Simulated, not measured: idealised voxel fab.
Module name: voxel ribs on slabs (process module)
We display cut, a cross-section 185 nm in width whose square cells are each 5 nm.
This document writes a cross-section as a grid whose cells are square, and gives it as bands, listed from the top down; one or more rows of cells form a band. Basically the band line says how high the top is and how high the bottom is, in nm, and then what's in it from left to right, every material with its width in nm. Empty space shows up as "blank", and if a single material carries "everywhere" it runs the full band edge to edge. Heights are reckoned from 0. Under this level, the received wafer is all of one material. The bottommost band is open-ended downward, for example "0 down". Think of "30 to 40" as a width that walks from the first number to the second as you go down the band, top row to bottom row, taking equal-sized steps from row to row. "remained the same" means the step left every cell of the cross-section as it was. In the "Closed void catalog" entry, you get each enclosed empty space of 8 cells or more, one with no open way to the top, written width x height at distance, distance from the left edge, in nm. Note: text after step settings on the step line = simulator remark on that step. overlay nm: for a step with a mask, the amount by which the mask lay right of where it was planned; a negative amount means left of it.
Process steps foreseen in the plan:
1) RECEIVE: material Si
2) DIRECTIONAL_DEP: material SiO2, thk nm 30
3) DIRECTIONAL_DEP: material SiN, thk nm 20
4) MASKED_ETCH: tone cover, mask id RIB, width nm 15, etch materials SiN, depth nm 15, overlay nm 0
5) MASKED_ETCH: tone cover, mask id SLAB, width nm 65, etch materials SiN, depth nm 5, overlay nm 0
6) FILL_DEP: material SiO2, thk nm 20
7) CMP: height nm 60
8) DIRECTIONAL_DEP: material TiN, thk nm 10
9) MASKED_ETCH: tone cover, mask id HEATER, width nm 25, etch materials TiN, depth nm 10, overlay nm 0
10) CONFORMAL_DEP: material SiN, thk nm 5
Cross-sectional view of the wafer in its as-received condition, corresponding to the state after step 1:
	0 down: Si everywhere
	Closed void catalog: none
Post-module cross-section: identical start and plan to those above, one misstep in execution:
	75 to 70: 75 nm blank; 35 nm SiN; 75 nm blank
	70 to 65: 75 nm blank; 5 nm SiN; 25 nm TiN; 5 nm SiN; 75 nm blank
	65 to 60: 80 nm SiN; 25 nm TiN; 80 nm SiN
	60 to 50: SiO2 everywhere
	50 to 35: 85 nm SiO2; 15 nm SiN; 85 nm SiO2
	35 to 30: 55 nm SiO2; 75 nm SiN; 55 nm SiO2
	30 to 0: SiO2 everywhere
	0 down: Si everywhere
	Closed void catalog: none
What went wrong in running the wafer? step 5: run off-plan, actual operation and settings MASKED_ETCH: tone cover, mask id SLAB, width nm 75, etch materials SiN, depth nm 5, overlay nm 0
